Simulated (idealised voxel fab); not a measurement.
Process module under the name voxel plated lines
Square cells of 5 nm make up the cross-section cut, whose width is 220 nm.
If you're reading a cross-section in this doc, picture square cells in a grid; it comes to you as bands, top ones listed first down to the bottom, and a band can be one or more rows of cells. Heads up on the band format: heights come first, top then bottom, in nm. After that it's the materials left to right, each with its width in nm. A single material flagged "everywhere" fills the whole band edge to edge, and "empty" means there's empty space there. Counting heights begins at 0, where everything beneath is, in the wafer as received, one material. The lowest band has no bottom; it goes on downwards, as "0 down" shows. So if you see something like "30->40" for the width, read it as the top row of the band sitting at the first number and the bottom row at the second, with every row in between moving by the same amount as the last. The designation "remained unchanged", where it is given for a processing step, indicates that no cell of the cross-section was altered in the course of that step. What "Encapsulated voids" gives you is every empty space of 8 cells or more that is cut off from the top. Each appears as width x height at distance, with the distance taken from the left edge and width, height and distance all in nm. after a step's settings: what the simulator itself notes on the step. overlay nm: mask right of planned place by this much (step with mask). Neg. = left.
Planned process steps
step 1: RECEIVE | material Si
step 2: CONFORMAL_DEP | material Al2O3 | thk nm 15
step 3: DIRECTIONAL_DEP | material TiN | thk nm 5
step 4: PATTERN | tone open | mask id LINES | material resist | width nm 15 | pitch nm 30 | thk nm 40 | overlay nm 0
step 5: EPI | material Ru | thk nm 5
step 6: EPI | material Ru | thk nm 10
step 7: EPI | material Ru | thk nm 5
step 8: STRIP | etch materials resist
step 9: DIRECTIONAL_ETCH | etch materials TiN | depth nm 5
step 10: CONFORMAL_DEP | material SiCN | thk nm 5
First of two wafers, with the run carried out as planned
As-received state of the wafer in cross-section, equivalent to post-step 1
- 0 down = Si everywhere
- Encapsulated voids: none
Cross-section of the wafer after step 2
- 15 to 0 = Al2O3 everywhere
- Whatever lies below 0 is exactly as it was before.
Cross-section of the wafer after step 3
- 20 to 15 = TiN everywhere
- Whatever lies below 15 is exactly as it was before.
Cross-section of the wafer after step 4
- 60 to 20 = resist=70, empty=15, resist=15, empty=15, resist=15, empty=15, resist=75
- Whatever lies below 20 is exactly as it was before.
Cross-section of the wafer after step 5
- 60 to 25 = resist=70, empty=15, resist=15, empty=15, resist=15, empty=15, resist=75
- 25 to 20 = resist=70, Ru=15, resist=15, Ru=15, resist=15, Ru=15, resist=75
- Whatever lies below 20 is exactly as it was before.
Cross-section of the wafer after step 6
- 60 to 35 = resist=70, empty=15, resist=15, empty=15, resist=15, empty=15, resist=75
- 35 to 20 = resist=70, Ru=15, resist=15, Ru=15, resist=15, Ru=15, resist=75
- Whatever lies below 20 is exactly as it was before.
Cross-section of the wafer after step 7
- 60 to 40 = resist=70, empty=15, resist=15, empty=15, resist=15, empty=15, resist=75
- 40 to 20 = resist=70, Ru=15, resist=15, Ru=15, resist=15, Ru=15, resist=75
- Whatever lies below 20 is exactly as it was before.
Cross-section of the wafer after step 8
- 40 to 20 = empty=70, Ru=15, empty=15, Ru=15, empty=15, Ru=15, empty=75
- Whatever lies below 20 is exactly as it was before.
Cross-section of the wafer after step 9
- 40 to 20 = empty=70, Ru=15, empty=15, Ru=15, empty=15, Ru=15, empty=75
- 20 to 15 = empty=70, TiN=15, empty=15, TiN=15, empty=15, TiN=15, empty=75
- Whatever lies below 15 is exactly as it was before.
Cross-section of the wafer after step 10
- 45 to 40 = empty=65, SiCN=25, empty=5, SiCN=25, empty=5, SiCN=25, empty=70
- 40 to 20 = empty=65, SiCN=5, Ru=15, SiCN=5, empty=5, SiCN=5, Ru=15, SiCN=5, empty=5, SiCN=5, Ru=15, SiCN=5, empty=70
- 20 to 15 = SiCN=70, TiN=15, SiCN=15, TiN=15, SiCN=15, TiN=15, SiCN=75
- Whatever lies below 15 is exactly as it was before.
Regarding the second of the two wafers: it shared the first wafer's starting condition and process plan, yet one error occurred during its execution. Its history coincides with that of the first wafer up to and including step 5
Look at the second wafer in cross-section at the time step 6 ought to have finished
- 60 to 45 = resist=70, empty=15, resist=15, empty=15, resist=15, empty=15, resist=75
- 45 to 20 = resist=70, Ru=15, resist=15, Ru=15, resist=15, Ru=15, resist=75
- Whatever lies below 20 is exactly as it was before.
Look at the second wafer in cross-section at the time step 7 ought to have finished
- 60 to 50 = resist=70, empty=15, resist=15, empty=15, resist=15, empty=15, resist=75
- 50 to 20 = resist=70, Ru=15, resist=15, Ru=15, resist=15, Ru=15, resist=75
- Whatever lies below 20 is exactly as it was before.
Look at the second wafer in cross-section at the time step 8 ought to have finished
- 50 to 20 = empty=70, Ru=15, empty=15, Ru=15, empty=15, Ru=15, empty=75
- Whatever lies below 20 is exactly as it was before.
Look at the second wafer in cross-section at the time step 9 ought to have finished
- 50 to 20 = empty=70, Ru=15, empty=15, Ru=15, empty=15, Ru=15, empty=75
- 20 to 15 = empty=70, TiN=15, empty=15, TiN=15, empty=15, TiN=15, empty=75
- Whatever lies below 15 is exactly as it was before.
Look at the second wafer in cross-section at the time step 10 ought to have finished
- 55 to 50 = empty=65, SiCN=25, empty=5, SiCN=25, empty=5, SiCN=25, empty=70
- 50 to 20 = empty=65, SiCN=5, Ru=15, SiCN=5, empty=5, SiCN=5, Ru=15, SiCN=5, empty=5, SiCN=5, Ru=15, SiCN=5, empty=70
- 20 to 15 = SiCN=70, TiN=15, SiCN=15, TiN=15, SiCN=15, TiN=15, SiCN=75
- Whatever lies below 15 is exactly as it was before.
What broke from the plan during processing? step 6 of the plan saw execution twice
Once processing is complete, comparing cell counts shows that the second wafer has more or fewer of certain materials than the first: Ru: 18 more; SiCN: 12 more
